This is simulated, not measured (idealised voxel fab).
Process module in this document: voxel quadruple lines
Section shown: cut. Width: 300 nm. Cell size: 5 nm, square.
Reading order for cross-sections: top band down to bottom band. Underlying form: a grid of square cells. Band size: one or more rows of cells. It is stipulated that each band's entry specify, in nanometres, the height of the top of the band and then that of its bottom, followed by the materials of the band in left-to-right sequence, each together with its width in nanometres. A single material marked by the word "edge to edge" is understood to fill the band from edge to edge; the word "empty" is understood to denote empty space. Height reference: 0 = level under which incoming wafer is all one material. Lowest band: no bottom, runs on downward, e.g. "z 0 and below". The expression "30 to 40" gives the width at the extremes of the band, the first number at its top row of cells and the second at its bottom row, with the width changing by equal amounts from each row to the next in between. "same as before", as given for a step, is the statement that not any cell of the cross-section underwent a change during that step. In "Enclosed empty spaces" the enclosed voids are listed, meaning empty spaces of 8 cells or larger without any opening to the top. The form is width x height at distance, distance from the left edge, units nm. Note: text after step settings on the step line = simulator remark on that step. The optional step-line setting "overlay nm" applies to steps with a mask and quantifies how far to the right of its planned location the mask lay, a negative value indicating leftward placement.
# This section lists the process steps that were planned
1,RECEIVE [material Si]
2,CONFORMAL_DEP [material Al2O3] [thk nm 5]
3,DIRECTIONAL_DEP [material W] [thk nm 15]
4,DIRECTIONAL_DEP [material polySi] [thk nm 20]
5,DIRECTIONAL_DEP [material aC] [thk nm 25]
6,PATTERN [tone cover] [mask id MANDREL] [material resist] [width nm 15] [pitch nm 80] [thk nm 35] [overlay nm 0]
7,DIRECTIONAL_ETCH [etch materials aC] [depth nm 25]
8,STRIP [etch materials resist]
9,CONFORMAL_DEP [material SiO2] [thk nm 15]
10,DIRECTIONAL_ETCH [etch materials SiO2] [depth nm 15]
11,STRIP [etch materials aC]
12,DIRECTIONAL_ETCH [etch materials polySi] [depth nm 20]
13,STRIP [etch materials SiO2]
14,CONFORMAL_DEP [material SiCN] [thk nm 5]
15,DIRECTIONAL_ETCH [etch materials SiCN] [depth nm 5]
16,STRIP [etch materials polySi]
17,DIRECTIONAL_ETCH [etch materials W] [depth nm 15]
18,STRIP [etch materials SiCN]
19,FILL_DEP [material SiO2] [thk nm 10]
20,CMP [height nm 20]
The width nm used in step 6 is not the same on every wafer, whereas the starting condition is; the value printed in the plan is the first wafer's.
# The first of several wafers, as received after step 1, seen in section
* z 0 and below | Si edge to edge
* Enclosed empty spaces: none
# End-of-module cross-section, first of several wafers, after last step 20
* z 20 to 5 | SiO2 80 nm, then W 5 nm, then SiO2 15 nm, then W 5 nm, then SiO2 5 nm, then W 5 nm, then SiO2 15 nm, then W 5 nm, then SiO2 25 nm, then W 5 nm, then SiO2 15 nm, then W 5 nm, then SiO2 5 nm, then W 5 nm, then SiO2 15 nm, then W 5 nm, then SiO2 85 nm
* z 5 to 0 | Al2O3 edge to edge
* z 0 and below | Si edge to edge
* Enclosed empty spaces: none
# A cross-section through the last wafer at the close of the module
* z 20 to 5 | SiO2 70 nm, then W 5 nm, then SiO2 15 nm, then W 5 nm, then SiO2 30 nm, then W 5 nm, then SiO2 15 nm, then W 10 nm, then SiO2 15 nm, then W 5 nm, then SiO2 30 nm, then W 5 nm, then SiO2 15 nm, then W 5 nm, then SiO2 70 nm
* z 5 to 0 | Al2O3 edge to edge
* z 0 and below | Si edge to edge
* Enclosed empty spaces: none
# Below, a row for every wafer. Read it as the end-of-module picture: for each material the wafer shows its cells gained (+) or lost (-) since it was received, and then its closed voids
width nm 15, +60 Al2O3, +156 SiO2, +24 W, Enclosed empty spaces: none
width nm 20, +60 Al2O3, +156 SiO2, +24 W, Enclosed empty spaces: none
width nm 25, +60 Al2O3, +156 SiO2, +24 W, Enclosed empty spaces: none
width nm 30, +60 Al2O3, +156 SiO2, +24 W, Enclosed empty spaces: none
width nm 35, +60 Al2O3, +156 SiO2, +24 W, Enclosed empty spaces: none
width nm 40, +60 Al2O3, +156 SiO2, +24 W, Enclosed empty spaces: none
